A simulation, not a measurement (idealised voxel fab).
The name of this process module is voxel local oxidation.
FYI the section here is cut, 265 nm wide, cells are 5 nm squares.
Think of the cross-section as a grid of square cells. We describe it in bands, top to bottom, and each band covers one or more rows of those cells. Heads up on the band format: heights come first, top then bottom, in nm. After that it's the materials left to right, each with its width in nm. A single material flagged "edge to edge" fills the whole band edge to edge, and "empty" means there's empty space there. Zero point of the height axis is 0; under it, received wafer = one material. Lowest band: continues down indefinitely, "0 and below". A two-number width, for instance "30->40", indicates that the width is equal to the first number in the top row of the band and to the second number in the bottom row, and that it changes by a constant amount per row of cells. It should be understood that the words "remains unaltered", when stated for a given step, signify that the cross-section underwent no change in any of its cells during that step. Any empty space of 8 cells or more lacking an open way to the top shows up in "Trapped cavities" as width x height at distance, distance from the left edge, in nm. Heads up: the bit after the settings on a step's line is the simulator's remark on that step. overlay nm: how far to the right of its planned place the mask lay on this masked step (negative: to the left).
# plan
1. op RECEIVE | material Si
2. op OXIDIZE | depth nm 5
3. op CONFORMAL_DEP | material SiN | thk nm 10
4. op MASKED_ETCH | tone cover | mask id ACTIVE | width nm 130 | etch materials SiN | depth nm 10 | overlay nm 0
5. op SELECTIVE_ETCH | etch materials SiO2 | depth nm 5
6. op OXIDIZE | depth nm 15
7. op STRIP | etch materials SiN
For clarity, it should be stated that the wafers under discussion commence in an identical condition and differ with respect to the depth nm of step 5, the plan indicating the value that the first wafer had.
# This is how the first of several wafers looked in cross-section when it arrived, which is after step 1
* 0 and below  Si edge to edge
* Trapped cavities: none
# Cross-sectional representation of the first of several wafers at the end of the module, i.e. after its terminal step, step 7
* 0 down to -5  70 nm empty, 120 nm SiO2, 75 nm empty
* -5 down to -20  85 nm SiO2, 90 nm Si, 90 nm SiO2
* -20 and below  Si edge to edge
* Trapped cavities: none
# Showing the last wafer in cross-section at the end of the module
* 0 down to -5  85 nm empty, 90 nm SiO2, 90 nm empty
* -5 down to -20  100 nm SiO2, 60 nm Si, 105 nm SiO2
* -20 and below  Si edge to edge
* Trapped cavities: none
# Each row below is a wafer at the end of the module, listing for every material the number of cells it has gained (+) or lost (-) since it was received, followed by its closed voids
depth nm 5; -158 Si; +129 SiO2; Trapped cavities: none
depth nm 10; -164 Si; +133 SiO2; Trapped cavities: none
depth nm 15; -170 Si; +137 SiO2; Trapped cavities: none
depth nm 20; -176 Si; +141 SiO2; Trapped cavities: none
